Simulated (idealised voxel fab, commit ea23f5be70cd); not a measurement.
voxel self aligned contacts: a process module
Cross-section cut spans 265 nm and uses square cells 5 nm in size.
In this document a cross-section is written as a grid of square cells. It is given as a series of bands, listed from the top down, and a band is one or more rows of cells.
It is stipulated that each band's entry specify, in nanometres, the height of the top of the band and then that of its bottom, followed by the materials of the band in left-to-right sequence, each together with its width in nanometres. A single material marked by the word "edge to edge" is understood to fill the band from edge to edge; the word "blank" is understood to denote empty space.
Height is counted from the level 0, under which the received wafer is composed throughout of one material. The lowest of the bands is not closed at the bottom but continues downward, in the notation "from 0 down".
With a width like "30..40", each row of cells in the band differs from the next by the same amount, the top row carrying the first number and the bottom row the second.
What does "stayed the same" mean for a step? It means no cell of the cross-section changed in that step.
Empty spaces without an open route to the top, at least 8 cells in extent, make up the entry "Enclosed cavity list"; each is given as width x height at distance, where the distance is measured from the left edge, and all are in nm.
On a step's line, text after the settings is the simulator commenting on that step.
If you see "overlay nm" on a step's line and that step has a mask, it's telling you how far right of where it was planned the mask ended up; a negative number means it went left instead.

This section lists the process steps that were planned:
| 1 | op RECEIVE | material Si |
| 2 | op CONFORMAL_DEP | material SiO2 | thk nm 5 |
| 3 | op DIRECTIONAL_DEP | material polySi | thk nm 20 |
| 4 | op DIRECTIONAL_DEP | material SiN | thk nm 15 |
| 5 | op PATTERN | tone cover | mask id GATE | material resist | width nm 35 | pitch nm 70 | thk nm 15 | overlay nm 0 |
| 6 | op DIRECTIONAL_ETCH | etch materials SiN | depth nm 15 |
| 7 | op DIRECTIONAL_ETCH | etch materials polySi | depth nm 20 |
| 8 | op STRIP | etch materials resist |
| 9 | op CONFORMAL_DEP | material SiN | thk nm 5 |
| 10 | op DIRECTIONAL_ETCH | etch materials SiN | depth nm 5 |
| 11 | op FILL_DEP | material SiO2 | thk nm 10 |
| 12 | op CMP | height nm 45 |
| 13 | op PATTERN | tone open | mask id CONTACT | material resist | width nm 55 | thk nm 20 | overlay nm 0 |
| 14 | op DIRECTIONAL_ETCH | etch materials SiO2 | depth nm 45 |
| 15 | op STRIP | etch materials resist |
| 16 | op CONFORMAL_DEP | material TiN | thk nm 5 |
| 17 | op FILL_DEP | material W | thk nm 5 |
| 18 | op CMP | height nm 45 |
| 19 | op CONFORMAL_DEP | material SiCN | thk nm 5 |

Wafer at receipt (post step 1), cross-section:
	from 0 down: Si edge to edge
	Enclosed cavity list: none

Module complete, cross-section. Starting point and plan per above. One mistake made in running the module:
	from 50 to 45: SiCN edge to edge
	from 45 to 40: 115 of SiO2  10 of TiN  15 of W  30 of TiN  95 of SiO2
	from 40 to 25: 75 of SiO2  45 of SiN  5 of TiN  15 of W  5 of TiN  45 of SiN  75 of SiO2
	from 25 to 5: 75 of SiO2  5 of SiN  35 of polySi  5 of SiN  5 of TiN  15 of W  5 of TiN  5 of SiN  35 of polySi  5 of SiN  75 of SiO2
	from 5 to 0: 120 of SiO2  25 of TiN  120 of SiO2
	from 0 down: Si edge to edge
	Enclosed cavity list: none
Error vs. plan: rather than as planned, step 13 actually ran as op PATTERN | tone open | mask id CONTACT | material resist | width nm 55 | thk nm 20 | overlay nm 10
